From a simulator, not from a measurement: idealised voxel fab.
The process module presented herein is designated voxel wiring stack.
Section cut is 250 nm wide and gridded with 5 nm square cells.
Cross-section format: a grid of square cells, given as bands from top to bottom; each band is one or more rows of cells.
Per band: top height and bottom height in nm, followed by the left-to-right materials and their widths in nm; "edge to edge" marks a single material spanning edge to edge, "air" marks empty space.
Ref level 0: as-received wafer is one material below here. Bottom band extends down with no lower bound ("0 down").
A two-number width, for instance "30->40", indicates that the width is equal to the first number in the top row of the band and to the second number in the bottom row, and that it changes by a constant amount per row of cells.
Take "no alterations made" at face value: in the step it is given for, the cross-section changed in none of its cells.
The list in "Tabulated closed voids" covers empty spaces of 8 cells or more that cannot reach the top through any open way, and it gives each as width x height at distance; the distance is from the left edge, and width, height and distance are in nm.
Heads up: the bit after the settings on a step's line is the simulator's remark on that step.
What "overlay nm" on a step's line means: if the step has a mask, that mask lay this far to the right of its planned place, or, when the value is negative, to the left.
Intended process steps:
- 1: RECEIVE,material Si
- 2: CONFORMAL_DEP,material SiO2,thk nm 15
- 3: CONFORMAL_DEP,material SiN,thk nm 5
- 4: DIRECTIONAL_DEP,material lowk,thk nm 25
- 5: DIRECTIONAL_DEP,material aC,thk nm 10
- 6: PATTERN,tone open,mask id METAL_1,material resist,width nm 25,pitch nm 45,thk nm 25,overlay nm 0
- 7: DIRECTIONAL_ETCH,etch materials aC,depth nm 10
- 8: STRIP,etch materials resist
- 9: DIRECTIONAL_ETCH,etch materials lowk,depth nm 25
- 10: DIRECTIONAL_ETCH,etch materials SiN,depth nm 5
- 11: STRIP,etch materials aC
- 12: CONFORMAL_DEP,material TiN,thk nm 5
- 13: FILL_DEP,material W,thk nm 10
- 14: CMP,height nm 45
- 15: CONFORMAL_DEP,material SiCN,thk nm 5
- 16: DIRECTIONAL_DEP,material lowk,thk nm 20
- 17: MASKED_ETCH,tone open,mask id PLUG_1,width nm 15,pitch nm 90,etch materials lowk,depth nm 20,overlay nm 0
- 18: MASKED_ETCH,tone open,mask id PLUG_1,width nm 15,pitch nm 90,etch materials SiCN,depth nm 5,overlay nm 0
- 19: EPI,material Ru,thk nm 10
- 20: EPI,material Ru,thk nm 10
- 21: EPI,material Ru,thk nm 5
- 22: CONFORMAL_DEP,material SiN,thk nm 5
- 23: DIRECTIONAL_DEP,material lowk,thk nm 25
- 24: MASKED_ETCH,tone open,mask id METAL_2,width nm 25,pitch nm 45,etch materials lowk,depth nm 25,overlay nm 0
- 25: MASKED_ETCH,tone open,mask id METAL_2,width nm 25,pitch nm 45,etch materials SiN,depth nm 5,overlay nm 0
- 26: CONFORMAL_DEP,material TiN,thk nm 5
- 27: FILL_DEP,material Ru,thk nm 10
- 28: CMP,height nm 100
- 29: CONFORMAL_DEP,material SiCN,thk nm 5
- 30: DIRECTIONAL_DEP,material lowk,thk nm 10
- 31: PATTERN,tone open,mask id PLUG_2,material resist,width nm 15,pitch nm 45,thk nm 20,overlay nm 0
- 32: DIRECTIONAL_ETCH,etch materials lowk,depth nm 10
- 33: DIRECTIONAL_ETCH,etch materials SiCN,depth nm 5
- 34: STRIP,etch materials resist
- 35: CONFORMAL_DEP,material TiN,thk nm 5
- 36: FILL_DEP,material W,thk nm 10
- 37: CMP,height nm 115
- 38: DIRECTIONAL_DEP,material TiN,thk nm 5
- 39: DIRECTIONAL_DEP,material W,thk nm 15
- 40: DIRECTIONAL_DEP,material aC,thk nm 10
- 41: PATTERN,tone cover,mask id METAL_3,material resist,width nm 25,pitch nm 45,thk nm 30,overlay nm 0
- 42: DIRECTIONAL_ETCH,etch materials aC,depth nm 10
- 43: STRIP,etch materials resist
- 44: DIRECTIONAL_ETCH,etch materials W,depth nm 15
- 45: DIRECTIONAL_ETCH,etch materials TiN,depth nm 5
- 46: STRIP,etch materials aC
- 47: FILL_DEP,material lowk,thk nm 10
- 48: CMP,height nm 135
- 49: CONFORMAL_DEP,material SiN,thk nm 5
Step 1 complete: cross-section of the wafer as received:
    0 down | Si edge to edge
    Tabulated closed voids: none
Run as planned - first of the two wafers cross-sectioned at the end of the module:
    140 to 135 | SiN edge to edge
    135 to 120 | lowk 45 nm / W 25 nm / lowk 20 nm / W 25 nm / lowk 20 nm / W 25 nm / lowk 20 nm / W 25 nm / lowk 45 nm
    120 to 115 | lowk 45 nm / TiN 25 nm / lowk 20 nm / TiN 25 nm / lowk 20 nm / TiN 25 nm / lowk 20 nm / TiN 25 nm / lowk 45 nm
    115 to 105 | lowk 45 nm / TiN 5 nm / W 5 nm / TiN 5 nm / lowk 30 nm / TiN 5 nm / W 5 nm / TiN 5 nm / lowk 30 nm / TiN 5 nm / W 5 nm / TiN 5 nm / lowk 30 nm / TiN 5 nm / W 5 nm / TiN 5 nm / lowk 55 nm
    105 to 100 | SiCN 45 nm / TiN 15 nm / SiCN 30 nm / TiN 15 nm / SiCN 30 nm / TiN 15 nm / SiCN 30 nm / TiN 15 nm / SiCN 55 nm
    100 to 75 | lowk 45 nm / TiN 5 nm / Ru 15 nm / TiN 5 nm / lowk 20 nm / TiN 5 nm / Ru 15 nm / TiN 5 nm / lowk 20 nm / TiN 5 nm / Ru 15 nm / TiN 5 nm / lowk 20 nm / TiN 5 nm / Ru 15 nm / TiN 5 nm / lowk 45 nm
    75 to 70 | SiN 45 nm / TiN 25 nm / SiN 20 nm / TiN 25 nm / SiN 20 nm / TiN 25 nm / SiN 20 nm / TiN 25 nm / SiN 45 nm
    70 to 50 | lowk 45 nm / Ru 15 nm / lowk 75 nm / Ru 15 nm / lowk 100 nm
    50 to 45 | SiCN 45 nm / Ru 15 nm / SiCN 75 nm / Ru 15 nm / SiCN 100 nm
    45 to 20 | lowk 45 nm / TiN 5 nm / W 15 nm / TiN 5 nm / lowk 20 nm / TiN 5 nm / W 15 nm / TiN 5 nm / lowk 20 nm / TiN 5 nm / W 15 nm / TiN 5 nm / lowk 20 nm / TiN 5 nm / W 15 nm / TiN 5 nm / lowk 45 nm
    20 to 15 | SiN 45 nm / TiN 25 nm / SiN 20 nm / TiN 25 nm / SiN 20 nm / TiN 25 nm / SiN 20 nm / TiN 25 nm / SiN 45 nm
    15 to 0 | SiO2 edge to edge
    0 down | Si edge to edge
    Tabulated closed voids: none
Cross-sectional view: second of two wafers, end of module; start and plan identical to the first, one mistake in running:
    140 to 135 | SiN edge to edge
    135 to 120 | lowk 45 nm / W 25 nm / lowk 20 nm / W 25 nm / lowk 20 nm / W 25 nm / lowk 20 nm / W 25 nm / lowk 45 nm
    120 to 115 | lowk 45 nm / TiN 25 nm / lowk 20 nm / TiN 25 nm / lowk 20 nm / TiN 25 nm / lowk 20 nm / TiN 25 nm / lowk 45 nm
    115 to 105 | lowk 45 nm / TiN 5 nm / W 5 nm / TiN 5 nm / lowk 30 nm / TiN 5 nm / W 5 nm / TiN 5 nm / lowk 30 nm / TiN 5 nm / W 5 nm / TiN 5 nm / lowk 30 nm / TiN 5 nm / W 5 nm / TiN 5 nm / lowk 55 nm
    105 to 100 | SiCN 45 nm / TiN 15 nm / SiCN 30 nm / TiN 15 nm / SiCN 30 nm / TiN 15 nm / SiCN 30 nm / TiN 15 nm / SiCN 55 nm
    100 to 85 | Ru 35 nm / TiN 5 nm / lowk 5 nm / TiN 5 nm / Ru 75 nm / TiN 5 nm / lowk 5 nm / TiN 5 nm / Ru 110 nm
    85 to 80 | TiN 40 nm / lowk 5 nm / TiN 5 nm / Ru 15 nm / TiN 30 nm / Ru 15 nm / TiN 20 nm / lowk 5 nm / TiN 5 nm / Ru 15 nm / TiN 30 nm / Ru 15 nm / TiN 50 nm
    80 to 75 | lowk 45 nm / TiN 5 nm / Ru 15 nm / TiN 5 nm / lowk 20 nm / TiN 5 nm / Ru 15 nm / TiN 5 nm / lowk 20 nm / TiN 5 nm / Ru 15 nm / TiN 5 nm / lowk 20 nm / TiN 5 nm / Ru 15 nm / TiN 5 nm / lowk 45 nm
    75 to 70 | lowk 40 nm / SiN 5 nm / TiN 25 nm / lowk 20 nm / TiN 5 nm / Ru 15 nm / TiN 5 nm / lowk 15 nm / SiN 5 nm / TiN 25 nm / lowk 20 nm / TiN 5 nm / Ru 15 nm / TiN 5 nm / lowk 45 nm
    70 to 55 | lowk 40 nm / SiN 5 nm / lowk 15 nm / SiN 5 nm / TiN 5 nm / lowk 20 nm / TiN 5 nm / Ru 15 nm / TiN 5 nm / lowk 15 nm / SiN 5 nm / lowk 15 nm / SiN 5 nm / TiN 5 nm / lowk 20 nm / TiN 5 nm / Ru 15 nm / TiN 5 nm / lowk 45 nm
    55 to 50 | SiN 45 nm / lowk 15 nm / SiN 5 nm / TiN 5 nm / SiN 20 nm / TiN 25 nm / SiN 20 nm / lowk 15 nm / SiN 5 nm / TiN 5 nm / SiN 20 nm / TiN 25 nm / SiN 45 nm
    50 to 45 | SiCN edge to edge
    45 to 20 | lowk 45 nm / TiN 5 nm / W 15 nm / TiN 5 nm / lowk 20 nm / TiN 5 nm / W 15 nm / TiN 5 nm / lowk 20 nm / TiN 5 nm / W 15 nm / TiN 5 nm / lowk 20 nm / TiN 5 nm / W 15 nm / TiN 5 nm / lowk 45 nm
    20 to 15 | SiN 45 nm / TiN 25 nm / SiN 20 nm / TiN 25 nm / SiN 20 nm / TiN 25 nm / SiN 20 nm / TiN 25 nm / SiN 45 nm
    15 to 0 | SiO2 edge to edge
    0 down | Si edge to edge
    Tabulated closed voids: none
In executing the process, a mistake was made relative to the plan: step 17 deviated from plan and actually ran as MASKED_ETCH,tone cover,mask id PLUG_1,width nm 15,pitch nm 90,etch materials lowk,depth nm 20,overlay nm 0
Final difference in cells, second wafer against first, listed per material as more or fewer: Ru +90; SiCN +6; SiN +16; TiN +40; lowk -152
